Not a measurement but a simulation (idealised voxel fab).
process module | voxel fin reveal
cross-section cut | 190 nm wide | cells 5 nm
A cross-section is a grid of square cells, given in bands from the top down. A band is one or more rows of cells.
Each band's line starts with the height of the band's top and of its bottom, in nm. Then come its materials from left to right, each with its width in nm. One material with "throughout" fills the band from edge to edge. "air" is empty space.
Height 0 is the level under which the wafer as received is all one material. The lowest band goes on downwards, as in "0 down".
A width such as "30 to 40" changes by the same amount from each row of cells to the next, from the band's top row to its bottom row.
"no change" after a step means that no cell of the cross-section changed.
closed voids: empty space of 8 cells or more with no open way to the top, each as width x height at its distance from the left edge, in nm
after a step's settings: what the simulator itself notes on the step
overlay nm, on a step with a mask: how far to the right of its planned place the mask lay; to the left if negative
plan
1 op RECEIVE | material Si
2 op CONFORMAL_DEP | material SiN | thk nm 10
3 op DIRECTIONAL_DEP | material aC | thk nm 10
4 op PATTERN | tone cover | mask id FINS | material resist | width nm 15 | pitch nm 40 | thk nm 25 | overlay nm 0
5 op DIRECTIONAL_ETCH | etch materials aC | depth nm 10
6 op STRIP | etch materials resist
7 op DIRECTIONAL_ETCH | etch materials SiN | depth nm 10
8 op DIRECTIONAL_ETCH | etch materials Si | depth nm 30
9 op STRIP | etch materials aC
10 op FILL_DEP | material SiO2 | thk nm 10
11 op CMP | height nm 10
12 op SELECTIVE_ETCH | etch materials SiO2 | depth nm 20
13 op STRIP | etch materials SiN
14 op CONFORMAL_DEP | material SiO2 | thk nm 5
as received, after step 1
  0 down: Si throughout
  closed voids: none
a wafer at the end: this start, this plan, one mistake
  5 to 0: air 60 | SiO2 30 | air 10 | SiO2 30 | air 60
  0 to -5: air 60 | SiO2 5 | Si 20 | SiO2 5 | air 10 | SiO2 5 | Si 20 | SiO2 5 | air 60
  -5 to -30: SiO2 65 | Si 20 | SiO2 20 | Si 20 | SiO2 65
  -30 down: Si throughout
  closed voids: none
what went wrong: step 4 ran as: op PATTERN | tone cover | mask id FINS | material resist | width nm 20 | pitch nm 40 | thk nm 25 | overlay nm 0
